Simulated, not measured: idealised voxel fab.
Proc. module: voxel fin reveal
Displayed cross-section: cut, width of 245 nm, square cells sized 5 nm.
How to read a cross-section here: the picture is a grid of square cells, written as bands going from the top down, and any band can span one or more rows of cells.
This entry defines a band. It first specifies the height of the band's top and the height of its bottom in nm, and then specifies the band's materials from left to right, stating each material with its width in nm. The word "all across" identifies a single material that fills the band from edge to edge, while the word "air" identifies empty space.
It should be noted that heights are counted from 0, beneath which the wafer as supplied is of one material throughout, and that the lowest band possesses no lower boundary but continues downward, as written in "0 down".
Read "30->40" as a graded width: first number on top, second number at the bottom, same change between each pair of neighbouring rows.
"no alterations made", as given for a step, is the statement that not any cell of the cross-section underwent a change during that step.
"Listed closed voids" lists enclosed empty spaces (at least 8 cells, no open path upward to the top), each as width x height at distance from the left edge, in nm.
On a step's line, text after the settings is the simulator commenting on that step.
A step line may carry the setting "overlay nm", which, for steps involving a mask, states the distance by which the mask lay to the right of its intended position; negative values denote displacement to the left.

**Steps in the process plan**
- 1: RECEIVE,material Si
- 2: CONFORMAL_DEP,material SiN,thk nm 10
- 3: PATTERN,tone cover,mask id FINS,material resist,width nm 15,pitch nm 40,thk nm 15,overlay nm 0
- 4: DIRECTIONAL_ETCH,etch materials SiN,depth nm 10
- 5: DIRECTIONAL_ETCH,etch materials Si,depth nm 40
- 6: STRIP,etch materials resist
- 7: OXIDIZE,depth nm 5
- 8: FILL_DEP,material SiO2,thk nm 10
- 9: CMP,height nm 10
- 10: SELECTIVE_ETCH,etch materials SiO2,depth nm 35
- 11: STRIP,etch materials SiN
- 12: CONFORMAL_DEP,material HfO2,thk nm 5

**The following pertains to the first of two wafers, which was processed as planned**

**Received-state cross-section, reflecting completion of step 1**
* 0 down = Si all across
* Listed closed voids: none

**Step 2 complete: cross-section through the wafer**
* 10 to 0 = SiN all across
* Under the height 0 nothing was changed.

**Step 3 complete: cross-section through the wafer**
* 25 to 10 = air 75 / resist 15 / air 25 / resist 15 / air 25 / resist 15 / air 75
* Under the height 10 nothing was changed.

**Step 4 complete: cross-section through the wafer**
* 25 to 10 = air 75 / resist 15 / air 25 / resist 15 / air 25 / resist 15 / air 75
* 10 to 0 = air 75 / SiN 15 / air 25 / SiN 15 / air 25 / SiN 15 / air 75
* Under the height 0 nothing was changed.

**Step 5 complete: cross-section through the wafer**
* 25 to 10 = air 75 / resist 15 / air 25 / resist 15 / air 25 / resist 15 / air 75
* 10 to 0 = air 75 / SiN 15 / air 25 / SiN 15 / air 25 / SiN 15 / air 75
* 0 to -40 = air 75 / Si 15 / air 25 / Si 15 / air 25 / Si 15 / air 75
* Under the height -40 nothing was changed.

**Step 6 complete: cross-section through the wafer**
* 10 to 0 = air 75 / SiN 15 / air 25 / SiN 15 / air 25 / SiN 15 / air 75
* Under the height 0 nothing was changed.

**Step 7 complete: cross-section through the wafer**
* 10 to 0 = air 75 / SiN 15 / air 25 / SiN 15 / air 25 / SiN 15 / air 75
* 0 to -40 = air 75 / SiO2 5 / Si 5 / SiO2 5 / air 25 / SiO2 5 / Si 5 / SiO2 5 / air 25 / SiO2 5 / Si 5 / SiO2 5 / air 75
* -40 to -45 = SiO2 80 / Si 5 / SiO2 35 / Si 5 / SiO2 35 / Si 5 / SiO2 80
* Under the height -45 nothing was changed.

**Step 8 complete: cross-section through the wafer**
* 20 to 10 = SiO2 all across
* 10 to 0 = SiO2 75 / SiN 15 / SiO2 25 / SiN 15 / SiO2 25 / SiN 15 / SiO2 75
* 0 to -45 = SiO2 80 / Si 5 / SiO2 35 / Si 5 / SiO2 35 / Si 5 / SiO2 80
* Under the height -45 nothing was changed.

**Step 9 complete: cross-section through the wafer**
* 10 to 0 = SiO2 75 / SiN 15 / SiO2 25 / SiN 15 / SiO2 25 / SiN 15 / SiO2 75
* Under the height 0 nothing was changed.

**Step 10 complete: cross-section through the wafer**
* 10 to 0 = air 75 / SiN 15 / air 25 / SiN 15 / air 25 / SiN 15 / air 75
* 0 to -25 = air 80 / Si 5 / air 35 / Si 5 / air 35 / Si 5 / air 80
* Under the height -25 nothing was changed.

**Step 11 complete: cross-section through the wafer**
* 0 to -25 = air 80 / Si 5 / air 35 / Si 5 / air 35 / Si 5 / air 80
* Under the height -25 nothing was changed.

**Step 12 complete: cross-section through the wafer**
* 5 to 0 = air 75 / HfO2 15 / air 25 / HfO2 15 / air 25 / HfO2 15 / air 75
* 0 to -20 = air 75 / HfO2 5 / Si 5 / HfO2 5 / air 25 / HfO2 5 / Si 5 / HfO2 5 / air 25 / HfO2 5 / Si 5 / HfO2 5 / air 75
* -20 to -25 = HfO2 80 / Si 5 / HfO2 35 / Si 5 / HfO2 35 / Si 5 / HfO2 80
* Under the height -25 nothing was changed.

**The Second Wafer: Common Origin and Plan, One Mistake in Execution, Identical to the First Through Step 2**

**Second wafer, sectioned view, at step 3's planned end time**
* 25 to 10 = air 85 / resist 15 / air 25 / resist 15 / air 25 / resist 15 / air 65
* Under the height 10 nothing was changed.

**Second wafer, sectioned view, at step 4's planned end time**
* 25 to 10 = air 85 / resist 15 / air 25 / resist 15 / air 25 / resist 15 / air 65
* 10 to 0 = air 85 / SiN 15 / air 25 / SiN 15 / air 25 / SiN 15 / air 65
* Under the height 0 nothing was changed.

**Second wafer, sectioned view, at step 5's planned end time**
* 25 to 10 = air 85 / resist 15 / air 25 / resist 15 / air 25 / resist 15 / air 65
* 10 to 0 = air 85 / SiN 15 / air 25 / SiN 15 / air 25 / SiN 15 / air 65
* 0 to -40 = air 85 / Si 15 / air 25 / Si 15 / air 25 / Si 15 / air 65
* Under the height -40 nothing was changed.

**Second wafer, sectioned view, at step 6's planned end time**
* 10 to 0 = air 85 / SiN 15 / air 25 / SiN 15 / air 25 / SiN 15 / air 65
* Under the height 0 nothing was changed.

**Second wafer, sectioned view, at step 7's planned end time**
* 10 to 0 = air 85 / SiN 15 / air 25 / SiN 15 / air 25 / SiN 15 / air 65
* 0 to -40 = air 85 / SiO2 5 / Si 5 / SiO2 5 / air 25 / SiO2 5 / Si 5 / SiO2 5 / air 25 / SiO2 5 / Si 5 / SiO2 5 / air 65
* -40 to -45 = SiO2 90 / Si 5 / SiO2 35 / Si 5 / SiO2 35 / Si 5 / SiO2 70
* Under the height -45 nothing was changed.

**Second wafer, sectioned view, at step 8's planned end time**
* 20 to 10 = SiO2 all across
* 10 to 0 = SiO2 85 / SiN 15 / SiO2 25 / SiN 15 / SiO2 25 / SiN 15 / SiO2 65
* 0 to -45 = SiO2 90 / Si 5 / SiO2 35 / Si 5 / SiO2 35 / Si 5 / SiO2 70
* Under the height -45 nothing was changed.

**Second wafer, sectioned view, at step 9's planned end time**
* 10 to 0 = SiO2 85 / SiN 15 / SiO2 25 / SiN 15 / SiO2 25 / SiN 15 / SiO2 65
* Under the height 0 nothing was changed.

**Second wafer, sectioned view, at step 10's planned end time**
* 10 to 0 = air 85 / SiN 15 / air 25 / SiN 15 / air 25 / SiN 15 / air 65
* 0 to -25 = air 90 / Si 5 / air 35 / Si 5 / air 35 / Si 5 / air 70
* Under the height -25 nothing was changed.

**Second wafer, sectioned view, at step 11's planned end time**
* 0 to -25 = air 90 / Si 5 / air 35 / Si 5 / air 35 / Si 5 / air 70
* Under the height -25 nothing was changed.

**Second wafer, sectioned view, at step 12's planned end time**
* 5 to 0 = air 85 / HfO2 15 / air 25 / HfO2 15 / air 25 / HfO2 15 / air 65
* 0 to -20 = air 85 / HfO2 5 / Si 5 / HfO2 5 / air 25 / HfO2 5 / Si 5 / HfO2 5 / air 25 / HfO2 5 / Si 5 / HfO2 5 / air 65
* -20 to -25 = HfO2 90 / Si 5 / HfO2 35 / Si 5 / HfO2 35 / Si 5 / HfO2 70
* Under the height -25 nothing was changed.
It is concluded that the wafer was processed incorrectly with respect to the plan, in that step 3 did not use the planned setting and instead ran as PATTERN,tone cover,mask id FINS,material resist,width nm 15,pitch nm 40,thk nm 15,overlay nm 10
Same inventory, different map: at the end, the second wafer holds as many cells of each material as the first, placed elsewhere.
